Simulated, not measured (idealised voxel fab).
The process module presented herein is designated voxel transistor to metal.
This is section cut - it's 185 nm across, gridded in 5 nm square cells.
A cross-section is a grid of square cells, given in bands from the top down. A band is one or more rows of cells.
Top, bottom (nm), then materials left to right with widths (nm); lone material tagged "all across" fills the whole band edge to edge; "empty" = empty space.
Heads up on the height convention: 0 is the point under which the incoming wafer is all one material, and the lowest band has no bottom, it just keeps going down, like "0..down".
Think of "30..40" as a width that walks from the first number to the second as you go down the band, top row to bottom row, taking equal-sized steps from row to row.
Step marked "nothing got changed"? Then no cell in the cross-section changed in it.
In "Closed internal voids" the enclosed voids are listed, meaning empty spaces of 8 cells or larger without any opening to the top. The form is width x height at distance, distance from the left edge, units nm.
Post-settings text on a step line: simulator's own remark regarding the step.
"overlay nm" on a masked step: distance the mask lay right of its planned place, negative for left.
Pairs ahead. Before: cross-section ahead of one process step. After: cross-section once the step is done, shown to the lowest changed band only. Under each pair: that step, with settings. Caution: pairs may come from different runs of this module on the same starting wafer; a pair follows the pair above only where its "Before-step section" entry says so.
BEFORE-STEP SECTION
* 110..90  resist 35; empty 15; resist 75; empty 15; resist 45
* 90..60  lowk 35; empty 15; lowk 75; empty 15; lowk 45
* 60..55  SiCN all across
* 55..50  SiCN 30; Ru 30; SiCN 60; Ru 30; SiCN 35
* 50..30  lowk 35; TiN 5; W 10; TiN 5; lowk 70; TiN 5; W 10; TiN 5; lowk 40
* 30..25  SiN 35; TiN 20; SiN 70; TiN 20; SiN 40
* 25..15  SiO2 35; TiN 5; Ru 10; TiN 5; SiO2 70; TiN 5; Ru 10; TiN 5; SiO2 40
* 15..0  SiO2 35; TiN 5; Ru 10; TiN 5; SiO2 10; SiN 5; HfO2 5; TiN 5; W 20; TiN 5; HfO2 5; SiN 5; SiO2 10; TiN 5; Ru 10; TiN 5; SiO2 40
* 0..-5  SiO2 35; TiN 20; nSi 10; SiN 5; HfO2 5; TiN 30; HfO2 5; SiN 5; nSi 10; TiN 20; SiO2 40
* -5..-10  SiO2 30; nSi 35; SiO2 5; HfO2 40; SiO2 5; nSi 35; SiO2 35
* -10..-15  SiO2 35; nSi 30; Si 50; nSi 30; SiO2 40
* -15..-60  SiO2 35; Si 110; SiO2 40
* -60..down  Si all across
* Closed internal voids: none
POST-PROCESS SECTION
* 90..60  lowk 35; empty 15; lowk 75; empty 15; lowk 45
* Under the height 60 nothing was changed.
* Closed internal voids: none
To go from the before cross-section above to the after cross-section, apply STRIP | etch materials resist
Before-step section: The prior state of this step coincides with the post-step cross-section of the pair just above.
POST-PROCESS SECTION
* 105..90  resist 35; empty 20; resist 70; empty 20; resist 40
* Under the height 90 nothing was changed.
* Closed internal voids: none
To go from the before cross-section above to the after cross-section, apply PATTERN | tone open | mask id METAL_2 | material resist | width nm 20 | pitch nm 90 | thk nm 15 | overlay nm 0
Before-step section: The prior state of this step coincides with the post-step cross-section of the pair just above.
POST-PROCESS SECTION
* 105..90  resist 35; empty 20; resist 70; empty 20; resist 40
* 90..70  lowk 35; empty 20; lowk 70; empty 20; lowk 40
* Under the height 70 nothing was changed.
* Closed internal voids: none
To go from the before cross-section above to the after cross-section, apply DIRECTIONAL_ETCH | etch materials lowk | depth nm 20
Before-step section: The prior state of this step coincides with the post-step cross-section of the pair just above.
POST-PROCESS SECTION
* 105..90  resist 35; empty 20; resist 70; empty 20; resist 40
* 90..70  lowk 35; empty 20; lowk 70; empty 20; lowk 40
* 70..60  lowk 35; empty 15; lowk 75; empty 15; lowk 45
* 60..55  SiCN 35; empty 15; SiCN 75; empty 15; SiCN 45
* Under the height 55 nothing was changed.
* Closed internal voids: none
To go from the before cross-section above to the after cross-section, apply DIRECTIONAL_ETCH | etch materials SiCN | depth nm 5
Before-step section: The prior state of this step coincides with the post-step cross-section of the pair just above.
POST-PROCESS SECTION
* 90..70  lowk 35; empty 20; lowk 70; empty 20; lowk 40
* Under the height 70 nothing was changed.
* Closed internal voids: none
To go from the before cross-section above to the after cross-section, apply STRIP | etch materials resist
Before-step section: The prior state of this step coincides with the post-step cross-section of the pair just above.
POST-PROCESS SECTION
* 95..90  TiN 40; empty 10; TiN 80; empty 10; TiN 45
* 90..75  lowk 35; TiN 5; empty 10; TiN 5; lowk 70; TiN 5; empty 10; TiN 5; lowk 40
* 75..70  lowk 35; TiN 5; empty 5; TiN 10; lowk 70; TiN 5; empty 5; TiN 10; lowk 40
* 70..60  lowk 35; TiN 5; empty 5; TiN 5; lowk 75; TiN 5; empty 5; TiN 5; lowk 45
* 60..55  SiCN 35; TiN 15; SiCN 75; TiN 15; SiCN 45
* Under the height 55 nothing was changed.
* Closed internal voids: none
To go from the before cross-section above to the after cross-section, apply CONFORMAL_DEP | material TiN | thk nm 5
Before-step section: The prior state of this step coincides with the post-step cross-section of the pair just above.
POST-PROCESS SECTION
* 105..95  Cu all across
* 95..90  TiN 40; Cu 10; TiN 80; Cu 10; TiN 45
* 90..75  lowk 35; TiN 5; Cu 10; TiN 5; lowk 70; TiN 5; Cu 10; TiN 5; lowk 40
* 75..70  lowk 35; TiN 5; Cu 5; TiN 10; lowk 70; TiN 5; Cu 5; TiN 10; lowk 40
* 70..60  lowk 35; TiN 5; Cu 5; TiN 5; lowk 75; TiN 5; Cu 5; TiN 5; lowk 45
* Under the height 60 nothing was changed.
* Closed internal voids: none
To go from the before cross-section above to the after cross-section, apply FILL_DEP | material Cu | thk nm 10
Before-step section: The prior state of this step coincides with the post-step cross-section of the pair just above.
POST-PROCESS SECTION
* 90..75  lowk 35; TiN 5; Cu 10; TiN 5; lowk 70; TiN 5; Cu 10; TiN 5; lowk 40
* Under the height 75 nothing was changed.
* Closed internal voids: none
To go from the before cross-section above to the after cross-section, apply CMP | height nm 90
Before-step section: The prior state of this step coincides with the post-step cross-section of the pair just above.
POST-PROCESS SECTION
* 95..90  SiN all across
* Under the height 90 nothing was changed.
* Closed internal voids: none
To go from the before cross-section above to the after cross-section, apply CONFORMAL_DEP | material SiN | thk nm 5
BEFORE-STEP SECTION
* 20..15  empty 65; SiN 5; empty 40; SiN 5; empty 70
* 15..0  SiO2 65; SiN 5; empty 40; SiN 5; SiO2 70
* 0..-5  SiO2 55; nSi 10; SiN 5; empty 40; SiN 5; nSi 10; SiO2 60
* -5..-10  SiO2 30; nSi 35; SiO2 5; empty 40; SiO2 5; nSi 35; SiO2 35
* -10..-15  SiO2 35; nSi 30; Si 50; nSi 30; SiO2 40
* -15..-35  SiO2 35; Si 110; SiO2 40
* -35..down  Si all across
* Closed internal voids: none
POST-PROCESS SECTION
* 25..20  empty 60; TiN 15; empty 30; TiN 15; empty 65
* 20..15  TiN 65; SiN 5; TiN 5; empty 30; TiN 5; SiN 5; TiN 70
* 15..0  SiO2 65; SiN 5; TiN 5; empty 30; TiN 5; SiN 5; SiO2 70
* 0..-5  SiO2 55; nSi 10; SiN 5; TiN 5; empty 30; TiN 5; SiN 5; nSi 10; SiO2 60
* -5..-10  SiO2 30; nSi 35; SiO2 5; TiN 40; SiO2 5; nSi 35; SiO2 35
* Under the height -10 nothing was changed.
* Closed internal voids: none
To go from the before cross-section above to the after cross-section, apply CONFORMAL_DEP | material TiN | thk nm 5
Before-step section: The prior state of this step coincides with the post-step cross-section of the pair just above.
POST-PROCESS SECTION
* 30..25  empty 55; HfO2 25; empty 20; HfO2 25; empty 60
* 25..20  HfO2 60; TiN 15; HfO2 5; empty 20; HfO2 5; TiN 15; HfO2 65
* 20..15  TiN 65; SiN 5; TiN 5; HfO2 5; empty 20; HfO2 5; TiN 5; SiN 5; TiN 70
* 15..0  SiO2 65; SiN 5; TiN 5; HfO2 5; empty 20; HfO2 5; TiN 5; SiN 5; SiO2 70
* 0..-5  SiO2 55; nSi 10; SiN 5; TiN 5; HfO2 30; TiN 5; SiN 5; nSi 10; SiO2 60
* Under the height -5 nothing was changed.
* Closed internal voids: none
To go from the before cross-section above to the after cross-section, apply CONFORMAL_DEP | material HfO2 | thk nm 5
Before-step section: The prior state of this step coincides with the post-step cross-section of the pair just above.
POST-PROCESS SECTION
* 35..30  W all across
* 30..25  W 55; HfO2 25; W 20; HfO2 25; W 60
* 25..20  HfO2 60; TiN 15; HfO2 5; W 20; HfO2 5; TiN 15; HfO2 65
* 20..15  TiN 65; SiN 5; TiN 5; HfO2 5; W 20; HfO2 5; TiN 5; SiN 5; TiN 70
* 15..0  SiO2 65; SiN 5; TiN 5; HfO2 5; W 20; HfO2 5; TiN 5; SiN 5; SiO2 70
* Under the height 0 nothing was changed.
* Closed internal voids: none
To go from the before cross-section above to the after cross-section, apply FILL_DEP | material W | thk nm 5
Before-step section: The prior state of this step coincides with the post-step cross-section of the pair just above.
POST-PROCESS SECTION
* 15..0  SiO2 65; SiN 5; TiN 5; HfO2 5; W 20; HfO2 5; TiN 5; SiN 5; SiO2 70
* Under the height 0 nothing was changed.
* Closed internal voids: none
To go from the before cross-section above to the after cross-section, apply CMP | height nm 15
Before-step section: The prior state of this step coincides with the post-step cross-section of the pair just above.
POST-PROCESS SECTION
* 25..15  SiO2 all across
* Under the height 15 nothing was changed.
* Closed internal voids: none
To go from the before cross-section above to the after cross-section, apply DIRECTIONAL_DEP | material SiO2 | thk nm 10
Before-step section: The prior state of this step coincides with the post-step cross-section of the pair just above.
POST-PROCESS SECTION
* 40..25  aC all across
* Under the height 25 nothing was changed.
* Closed internal voids: none
To go from the before cross-section above to the after cross-section, apply DIRECTIONAL_DEP | material aC | thk nm 15
Before-step section: The prior state of this step coincides with the post-step cross-section of the pair just above.
POST-PROCESS SECTION
* 70..40  resist 35; empty 20; resist 70; empty 20; resist 40
* Under the height 40 nothing was changed.
* Closed internal voids: none
To go from the before cross-section above to the after cross-section, apply PATTERN | tone open | mask id CONTACT | material resist | width nm 20 | pitch nm 90 | thk nm 30 | overlay nm 0
Before-step section: The prior state of this step coincides with the post-step cross-section of the pair just above.
POST-PROCESS SECTION
* 55..40  resist 35; empty 20; resist 70; empty 20; resist 40
* 40..25  aC 35; empty 20; aC 70; empty 20; aC 40
* Under the height 25 nothing was changed.
* Closed internal voids: none
To go from the before cross-section above to the after cross-section, apply DIRECTIONAL_ETCH | etch materials aC | depth nm 15
Before-step section: The prior state of this step coincides with the post-step cross-section of the pair just above.
POST-PROCESS SECTION
* 40..25  aC 35; empty 20; aC 70; empty 20; aC 40
* Under the height 25 nothing was changed.
* Closed internal voids: none
To go from the before cross-section above to the after cross-section, apply STRIP | etch materials resist
Before-step section: The prior state of this step coincides with the post-step cross-section of the pair just above.
POST-PROCESS SECTION
* 40..25  aC 35; empty 20; aC 70; empty 20; aC 40
* 25..15  SiO2 35; empty 20; SiO2 70; empty 20; SiO2 40
* 15..0  SiO2 35; empty 20; SiO2 10; SiN 5; TiN 5; HfO2 5; W 20; HfO2 5; TiN 5; SiN 5; SiO2 10; empty 20; SiO2 40
* 0..-5  SiO2 35; empty 20; nSi 10; SiN 5; TiN 5; HfO2 30; TiN 5; SiN 5; nSi 10; empty 20; SiO2 40
* Under the height -5 nothing was changed.
* Closed internal voids: none
To go from the before cross-section above to the after cross-section, apply DIRECTIONAL_ETCH | etch materials SiO2 | depth nm 30
Before-step section: The prior state of this step coincides with the post-step cross-section of the pair just above.
POST-PROCESS SECTION
* 25..15  SiO2 35; empty 20; SiO2 70; empty 20; SiO2 40
* Under the height 15 nothing was changed.
* Closed internal voids: none
To go from the before cross-section above to the after cross-section, apply STRIP | etch materials aC
Before-step section: The prior state of this step coincides with the post-step cross-section of the pair just above.
POST-PROCESS SECTION
* 30..25  TiN 40; empty 10; TiN 80; empty 10; TiN 45
* 25..15  SiO2 35; TiN 5; empty 10; TiN 5; SiO2 70; TiN 5; empty 10; TiN 5; SiO2 40
* 15..0  SiO2 35; TiN 5; empty 10; TiN 5; SiO2 10; SiN 5; TiN 5; HfO2 5; W 20; HfO2 5; TiN 5; SiN 5; SiO2 10; TiN 5; empty 10; TiN 5; SiO2 40
* 0..-5  SiO2 35; TiN 20; nSi 10; SiN 5; TiN 5; HfO2 30; TiN 5; SiN 5; nSi 10; TiN 20; SiO2 40
* Under the height -5 nothing was changed.
* Closed internal voids: none
To go from the before cross-section above to the after cross-section, apply CONFORMAL_DEP | material TiN | thk nm 5
Before-step section: The prior state of this step coincides with the post-step cross-section of the pair just above.
POST-PROCESS SECTION
* 40..30  Ru all across
* 30..25  TiN 40; Ru 10; TiN 80; Ru 10; TiN 45
* 25..15  SiO2 35; TiN 5; Ru 10; TiN 5; SiO2 70; TiN 5; Ru 10; TiN 5; SiO2 40
* 15..0  SiO2 35; TiN 5; Ru 10; TiN 5; SiO2 10; SiN 5; TiN 5; HfO2 5; W 20; HfO2 5; TiN 5; SiN 5; SiO2 10; TiN 5; Ru 10; TiN 5; SiO2 40
* Under the height 0 nothing was changed.
* Closed internal voids: none
To go from the before cross-section above to the after cross-section, apply FILL_DEP | material Ru | thk nm 10
Before-step section: The prior state of this step coincides with the post-step cross-section of the pair just above.
POST-PROCESS SECTION
* 25..15  SiO2 35; TiN 5; Ru 10; TiN 5; SiO2 70; TiN 5; Ru 10; TiN 5; SiO2 40
* Under the height 15 nothing was changed.
* Closed internal voids: none
To go from the before cross-section above to the after cross-section, apply CMP | height nm 25
Before-step section: The prior state of this step coincides with the post-step cross-section of the pair just above.
POST-PROCESS SECTION
* 30..25  SiN all across
* Under the height 25 nothing was changed.
* Closed internal voids: none
To go from the before cross-section above to the after cross-section, apply CONFORMAL_DEP | material SiN | thk nm 5
Before-step section: The prior state of this step coincides with the post-step cross-section of the pair just above.
POST-PROCESS SECTION
* 50..30  lowk all across
* Under the height 30 nothing was changed.
* Closed internal voids: none
To go from the before cross-section above to the after cross-section, apply DIRECTIONAL_DEP | material lowk | thk nm 20
Before-step section: The prior state of this step coincides with the post-step cross-section of the pair just above.
POST-PROCESS SECTION
* 50..30  lowk 35; empty 20; lowk 70; empty 20; lowk 40
* Under the height 30 nothing was changed.
* Closed internal voids: none
To go from the before cross-section above to the after cross-section, apply MASKED_ETCH | tone open | mask id METAL_1 | width nm 20 | pitch nm 90 | etch materials lowk | depth nm 20 | overlay nm 0
Before-step section: The prior state of this step coincides with the post-step cross-section of the pair just above.
POST-PROCESS SECTION
* 50..30  lowk 35; empty 20; lowk 70; empty 20; lowk 40
* 30..25  SiN 35; empty 20; SiN 70; empty 20; SiN 40
* Under the height 25 nothing was changed.
* Closed internal voids: none
To go from the before cross-section above to the after cross-section, apply MASKED_ETCH | tone open | mask id METAL_1 | width nm 20 | pitch nm 90 | etch materials SiN | depth nm 5 | overlay nm 0
Before-step section: The prior state of this step coincides with the post-step cross-section of the pair just above.
POST-PROCESS SECTION
* 55..50  TiN 40; empty 10; TiN 80; empty 10; TiN 45
* 50..30  lowk 35; TiN 5; empty 10; TiN 5; lowk 70; TiN 5; empty 10; TiN 5; lowk 40
* 30..25  SiN 35; TiN 20; SiN 70; TiN 20; SiN 40
* Under the height 25 nothing was changed.
* Closed internal voids: none
To go from the before cross-section above to the after cross-section, apply CONFORMAL_DEP | material TiN | thk nm 5
Before-step section: The prior state of this step coincides with the post-step cross-section of the pair just above.
POST-PROCESS SECTION
* 65..55  W all across
* 55..50  TiN 40; W 10; TiN 80; W 10; TiN 45
* 50..30  lowk 35; TiN 5; W 10; TiN 5; lowk 70; TiN 5; W 10; TiN 5; lowk 40
* Under the height 30 nothing was changed.
* Closed internal voids: none
To go from the before cross-section above to the after cross-section, apply FILL_DEP | material W | thk nm 10
Before-step section: The prior state of this step coincides with the post-step cross-section of the pair just above.
POST-PROCESS SECTION
* 50..30  lowk 35; TiN 5; W 10; TiN 5; lowk 70; TiN 5; W 10; TiN 5; lowk 40
* Under the height 30 nothing was changed.
* Closed internal voids: none
To go from the before cross-section above to the after cross-section, apply CMP | height nm 50
Before-step section: The prior state of this step coincides with the post-step cross-section of the pair just above.
POST-PROCESS SECTION
* 55..50  empty 30; Ru 30; empty 60; Ru 30; empty 35
* Under the height 50 nothing was changed.
* Closed internal voids: none
To go from the before cross-section above to the after cross-section, apply EPI | material Ru | thk nm 5
Before-step section: The prior state of this step coincides with the post-step cross-section of the pair just above.
POST-PROCESS SECTION
* 60..55  SiCN all across
* 55..50  SiCN 30; Ru 30; SiCN 60; Ru 30; SiCN 35
* Under the height 50 nothing was changed.
* Closed internal voids: none
To go from the before cross-section above to the after cross-section, apply FILL_DEP | material SiCN | thk nm 5
Before-step section: The prior state of this step coincides with the post-step cross-section of the pair just above.
POST-PROCESS SECTION
* 90..60  lowk all across
* Under the height 60 nothing was changed.
* Closed internal voids: none
To go from the before cross-section above to the after cross-section, apply DIRECTIONAL_DEP | material lowk | thk nm 30
Before-step section: The prior state of this step coincides with the post-step cross-section of the pair just above.
POST-PROCESS SECTION
* 110..90  resist 35; empty 15; resist 75; empty 15; resist 45
* Under the height 90 nothing was changed.
* Closed internal voids: none
To go from the before cross-section above to the after cross-section, apply PATTERN | tone open | mask id METAL_2_HOLES | material resist | width nm 15 | pitch nm 90 | thk nm 20 | overlay nm 0
Before-step section: The prior state of this step coincides with the post-step cross-section of the pair just above.
POST-PROCESS SECTION
* 110..90  resist 35; empty 15; resist 75; empty 15; resist 45
* 90..60  lowk 35; empty 15; lowk 75; empty 15; lowk 45
* Under the height 60 nothing was changed.
* Closed internal voids: none
To go from the before cross-section above to the after cross-section, apply DIRECTIONAL_ETCH | etch materials lowk | depth nm 30
Before-step section: The prior state of this step coincides with the post-step cross-section of the pair just above.
POST-PROCESS SECTION
* 90..60  lowk 35; empty 15; lowk 75; empty 15; lowk 45
* Under the height 60 nothing was changed.
* Closed internal voids: none
To go from the before cross-section above to the after cross-section, apply STRIP | etch materials resist
Before-step section: The prior state of this step coincides with the post-step cross-section of the pair just above.
POST-PROCESS SECTION
* 105..90  resist 35; empty 20; resist 70; empty 20; resist 40
* Under the height 90 nothing was changed.
* Closed internal voids: none
To go from the before cross-section above to the after cross-section, apply PATTERN | tone open | mask id METAL_2 | material resist | width nm 20 | pitch nm 90 | thk nm 15 | overlay nm 0
Before-step section: The prior state of this step coincides with the post-step cross-section of the pair just above.
POST-PROCESS SECTION
* 105..90  resist 35; empty 20; resist 70; empty 20; resist 40
* 90..70  lowk 35; empty 20; lowk 70; empty 20; lowk 40
* Under the height 70 nothing was changed.
* Closed internal voids: none
To go from the before cross-section above to the after cross-section, apply DIRECTIONAL_ETCH | etch materials lowk | depth nm 20
Before-step section: The prior state of this step coincides with the post-step cross-section of the pair just above.
POST-PROCESS SECTION
* 105..90  resist 35; empty 20; resist 70; empty 20; resist 40
* 90..70  lowk 35; empty 20; lowk 70; empty 20; lowk 40
* 70..60  lowk 35; empty 15; lowk 75; empty 15; lowk 45
* 60..55  SiCN 35; empty 15; SiCN 75; empty 15; SiCN 45
* Under the height 55 nothing was changed.
* Closed internal voids: none
To go from the before cross-section above to the after cross-section, apply DIRECTIONAL_ETCH | etch materials SiCN | depth nm 5
Before-step section: The prior state of this step coincides with the post-step cross-section of the pair just above.
POST-PROCESS SECTION
* 90..70  lowk 35; empty 20; lowk 70; empty 20; lowk 40
* Under the height 70 nothing was changed.
* Closed internal voids: none
To go from the before cross-section above to the after cross-section, apply STRIP | etch materials resist
Before-step section: The prior state of this step coincides with the post-step cross-section of the pair just above.
POST-PROCESS SECTION
* 95..90  TiN 40; empty 10; TiN 80; empty 10; TiN 45
* 90..75  lowk 35; TiN 5; empty 10; TiN 5; lowk 70; TiN 5; empty 10; TiN 5; lowk 40
* 75..70  lowk 35; TiN 5; empty 5; TiN 10; lowk 70; TiN 5; empty 5; TiN 10; lowk 40
* 70..60  lowk 35; TiN 5; empty 5; TiN 5; lowk 75; TiN 5; empty 5; TiN 5; lowk 45
* 60..55  SiCN 35; TiN 15; SiCN 75; TiN 15; SiCN 45
* Under the height 55 nothing was changed.
* Closed internal voids: none
To go from the before cross-section above to the after cross-section, apply CONFORMAL_DEP | material TiN | thk nm 5
Before-step section: The prior state of this step coincides with the post-step cross-section of the pair just above.
POST-PROCESS SECTION
* 105..95  Cu all across
* 95..90  TiN 40; Cu 10; TiN 80; Cu 10; TiN 45
* 90..75  lowk 35; TiN 5; Cu 10; TiN 5; lowk 70; TiN 5; Cu 10; TiN 5; lowk 40
* 75..70  lowk 35; TiN 5; Cu 5; TiN 10; lowk 70; TiN 5; Cu 5; TiN 10; lowk 40
* 70..60  lowk 35; TiN 5; Cu 5; TiN 5; lowk 75; TiN 5; Cu 5; TiN 5; lowk 45
* Under the height 60 nothing was changed.
* Closed internal voids: none
To go from the before cross-section above to the after cross-section, apply FILL_DEP | material Cu | thk nm 10
Before-step section: The prior state of this step coincides with the post-step cross-section of the pair just above.
POST-PROCESS SECTION
* 90..75  lowk 35; TiN 5; Cu 10; TiN 5; lowk 70; TiN 5; Cu 10; TiN 5; lowk 40
* Under the height 75 nothing was changed.
* Closed internal voids: none
To go from the before cross-section above to the after cross-section, apply CMP | height nm 90
Before-step section: The prior state of this step coincides with the post-step cross-section of the pair just above.
POST-PROCESS SECTION
* 95..90  SiN all across
* Under the height 90 nothing was changed.
* Closed internal voids: none
To go from the before cross-section above to the after cross-section, apply CONFORMAL_DEP | material SiN | thk nm 5
BEFORE-STEP SECTION
* 105..95  Cu all across
* 95..90  TiN 40; Cu 10; TiN 80; Cu 10; TiN 45
* 90..75  lowk 35; TiN 5; Cu 10; TiN 5; lowk 70; TiN 5; Cu 10; TiN 5; lowk 40
* 75..70  lowk 35; TiN 5; Cu 5; TiN 10; lowk 70; TiN 5; Cu 5; TiN 10; lowk 40
* 70..60  lowk 35; TiN 5; Cu 5; TiN 5; lowk 75; TiN 5; Cu 5; TiN 5; lowk 45
* 60..55  SiCN 35; TiN 15; SiCN 75; TiN 15; SiCN 45
* 55..50  SiCN 30; Ru 30; SiCN 60; Ru 30; SiCN 35
* 50..30  lowk 35; TiN 5; W 10; TiN 5; lowk 70; TiN 5; W 10; TiN 5; lowk 40
* 30..25  SiN 35; TiN 20; SiN 70; TiN 20; SiN 40
* 25..15  SiO2 35; TiN 5; Ru 10; TiN 5; SiO2 70; TiN 5; Ru 10; TiN 5; SiO2 40
* 15..0  SiO2 35; TiN 5; Ru 10; TiN 5; SiO2 10; SiN 5; HfO2 5; TiN 5; W 20; TiN 5; HfO2 5; SiN 5; SiO2 10; TiN 5; Ru 10; TiN 5; SiO2 40
* 0..-5  SiO2 35; TiN 20; nSi 10; SiN 5; HfO2 5; TiN 30; HfO2 5; SiN 5; nSi 10; TiN 20; SiO2 40
* -5..-10  SiO2 30; nSi 35; SiO2 5; HfO2 40; SiO2 5; nSi 35; SiO2 35
* -10..-15  SiO2 35; nSi 30; Si 50; nSi 30; SiO2 40
* -15..-35  SiO2 35; Si 110; SiO2 40
* -35..down  Si all across
* Closed internal voids: none
POST-PROCESS SECTION
* 95..90  TiN 40; Cu 10; TiN 80; Cu 10; TiN 45
* Under the height 90 nothing was changed.
* Closed internal voids: none
To go from the before cross-section above to the after cross-section, apply CMP | height nm 95
Before-step section: The prior state of this step coincides with the post-step cross-section of the pair just above.
POST-PROCESS SECTION
* 100..95  SiN all across
* Under the height 95 nothing was changed.
* Closed internal voids: none
To go from the before cross-section above to the after cross-section, apply CONFORMAL_DEP | material SiN | thk nm 5
BEFORE-STEP SECTION
* 50..30  lowk all across
* 30..25  SiN all across
* 25..15  SiO2 35; TiN 5; Ru 10; TiN 5; SiO2 70; TiN 5; Ru 10; TiN 5; SiO2 40
* 15..0  SiO2 35; TiN 5; Ru 10; TiN 5; SiO2 10; SiN 5; HfO2 5; TiN 5; W 20; TiN 5; HfO2 5; SiN 5; SiO2 10; TiN 5; Ru 10; TiN 5; SiO2 40
* 0..-5  SiO2 35; TiN 20; nSi 10; SiN 5; HfO2 5; TiN 30; HfO2 5; SiN 5; nSi 10; TiN 20; SiO2 40
* -5..-10  SiO2 30; nSi 35; SiO2 5; HfO2 40; SiO2 5; nSi 35; SiO2 35
* -10..-15  SiO2 35; nSi 30; Si 50; nSi 30; SiO2 40
* -15..-35  SiO2 35; Si 110; SiO2 40
* -35..down  Si all across
* Closed internal voids: none
POST-PROCESS SECTION
* 50..30  lowk 35; empty 25; lowk 65; empty 25; lowk 35
* Under the height 30 nothing was changed.
* Closed internal voids: none
To go from the before cross-section above to the after cross-section, apply MASKED_ETCH | tone open | mask id METAL_1 | width nm 25 | pitch nm 90 | etch materials lowk | depth nm 20 | overlay nm 0
Before-step section: The prior state of this step coincides with the post-step cross-section of the pair just above.
POST-PROCESS SECTION
* 50..30  lowk 35; empty 25; lowk 65; empty 25; lowk 35
* 30..25  SiN 35; empty 20; SiN 70; empty 20; SiN 40
* Under the height 25 nothing was changed.
* Closed internal voids: none
To go from the before cross-section above to the after cross-section, apply MASKED_ETCH | tone open | mask id METAL_1 | width nm 20 | pitch nm 90 | etch materials SiN | depth nm 5 | overlay nm 0
Before-step section: The prior state of this step coincides with the post-step cross-section of the pair just above.
POST-PROCESS SECTION
* 55..50  TiN 40; empty 15; TiN 75; empty 15; TiN 40
* 50..35  lowk 35; TiN 5; empty 15; TiN 5; lowk 65; TiN 5; empty 15; TiN 5; lowk 35
* 35..30  lowk 35; TiN 5; empty 10; TiN 10; lowk 65; TiN 5; empty 10; TiN 10; lowk 35
* 30..25  SiN 35; TiN 20; SiN 70; TiN 20; SiN 40
* Under the height 25 nothing was changed.
* Closed internal voids: none
To go from the before cross-section above to the after cross-section, apply CONFORMAL_DEP | material TiN | thk nm 5
Before-step section: The prior state of this step coincides with the post-step cross-section of the pair just above.
POST-PROCESS SECTION
* 65..55  W all across
* 55..50  TiN 40; W 15; TiN 75; W 15; TiN 40
* 50..35  lowk 35; TiN 5; W 15; TiN 5; lowk 65; TiN 5; W 15; TiN 5; lowk 35
* 35..30  lowk 35; TiN 5; W 10; TiN 10; lowk 65; TiN 5; W 10; TiN 10; lowk 35
* Under the height 30 nothing was changed.
* Closed internal voids: none
To go from the before cross-section above to the after cross-section, apply FILL_DEP | material W | thk nm 10
Before-step section: The prior state of this step coincides with the post-step cross-section of the pair just above.
POST-PROCESS SECTION
* 50..35  lowk 35; TiN 5; W 15; TiN 5; lowk 65; TiN 5; W 15; TiN 5; lowk 35
* Under the height 35 nothing was changed.
* Closed internal voids: none
To go from the before cross-section above to the after cross-section, apply CMP | height nm 50
Before-step section: The prior state of this step coincides with the post-step cross-section of the pair just above.
POST-PROCESS SECTION
* 55..50  empty 30; Ru 35; empty 55; Ru 35; empty 30
* Under the height 50 nothing was changed.
* Closed internal voids: none
To go from the before cross-section above to the after cross-section, apply EPI | material Ru | thk nm 5
Before-step section: The prior state of this step coincides with the post-step cross-section of the pair just above.
POST-PROCESS SECTION
* 60..55  SiCN all across
* 55..50  SiCN 30; Ru 35; SiCN 55; Ru 35; SiCN 30
* Under the height 50 nothing was changed.
* Closed internal voids: none
To go from the before cross-section above to the after cross-section, apply FILL_DEP | material SiCN | thk nm 5
Before-step section: The prior state of this step coincides with the post-step cross-section of the pair just above.
POST-PROCESS SECTION
* 90..60  lowk all across
* Under the height 60 nothing was changed.
* Closed internal voids: none
To go from the before cross-section above to the after cross-section, apply DIRECTIONAL_DEP | material lowk | thk nm 30
Before-step section: The prior state of this step coincides with the post-step cross-section of the pair just above.
POST-PROCESS SECTION
* 110..90  resist 35; empty 15; resist 75; empty 15; resist 45
* Under the height 90 nothing was changed.
* Closed internal voids: none
To go from the before cross-section above to the after cross-section, apply PATTERN | tone open | mask id METAL_2_HOLES | material resist | width nm 15 | pitch nm 90 | thk nm 20 | overlay nm 0
Before-step section: The prior state of this step coincides with the post-step cross-section of the pair just above.
POST-PROCESS SECTION
* 110..90  resist 35; empty 15; resist 75; empty 15; resist 45
* 90..60  lowk 35; empty 15; lowk 75; empty 15; lowk 45
* Under the height 60 nothing was changed.
* Closed internal voids: none
To go from the before cross-section above to the after cross-section, apply DIRECTIONAL_ETCH | etch materials lowk | depth nm 30
Before-step section: The prior state of this step coincides with the post-step cross-section of the pair just above.
POST-PROCESS SECTION
* 90..60  lowk 35; empty 15; lowk 75; empty 15; lowk 45
* Under the height 60 nothing was changed.
* Closed internal voids: none
To go from the before cross-section above to the after cross-section, apply STRIP | etch materials resist
Before-step section: The prior state of this step coincides with the post-step cross-section of the pair just above.
POST-PROCESS SECTION
* 105..90  resist 35; empty 20; resist 70; empty 20; resist 40
* Under the height 90 nothing was changed.
* Closed internal voids: none
To go from the before cross-section above to the after cross-section, apply PATTERN | tone open | mask id METAL_2 | material resist | width nm 20 | pitch nm 90 | thk nm 15 | overlay nm 0
Before-step section: The prior state of this step coincides with the post-step cross-section of the pair just above.
POST-PROCESS SECTION
* 105..90  resist 35; empty 20; resist 70; empty 20; resist 40
* 90..70  lowk 35; empty 20; lowk 70; empty 20; lowk 40
* Under the height 70 nothing was changed.
* Closed internal voids: none
To go from the before cross-section above to the after cross-section, apply DIRECTIONAL_ETCH | etch materials lowk | depth nm 20
Before-step section: The prior state of this step coincides with the post-step cross-section of the pair just above.
POST-PROCESS SECTION
* 105..90  resist 35; empty 20; resist 70; empty 20; resist 40
* 90..70  lowk 35; empty 20; lowk 70; empty 20; lowk 40
* 70..60  lowk 35; empty 15; lowk 75; empty 15; lowk 45
* 60..55  SiCN 35; empty 15; SiCN 75; empty 15; SiCN 45
* Under the height 55 nothing was changed.
* Closed internal voids: none
To go from the before cross-section above to the after cross-section, apply DIRECTIONAL_ETCH | etch materials SiCN | depth nm 5
Before-step section: The prior state of this step coincides with the post-step cross-section of the pair just above.
POST-PROCESS SECTION
* 90..70  lowk 35; empty 20; lowk 70; empty 20; lowk 40
* Under the height 70 nothing was changed.
* Closed internal voids: none
To go from the before cross-section above to the after cross-section, apply STRIP | etch materials resist
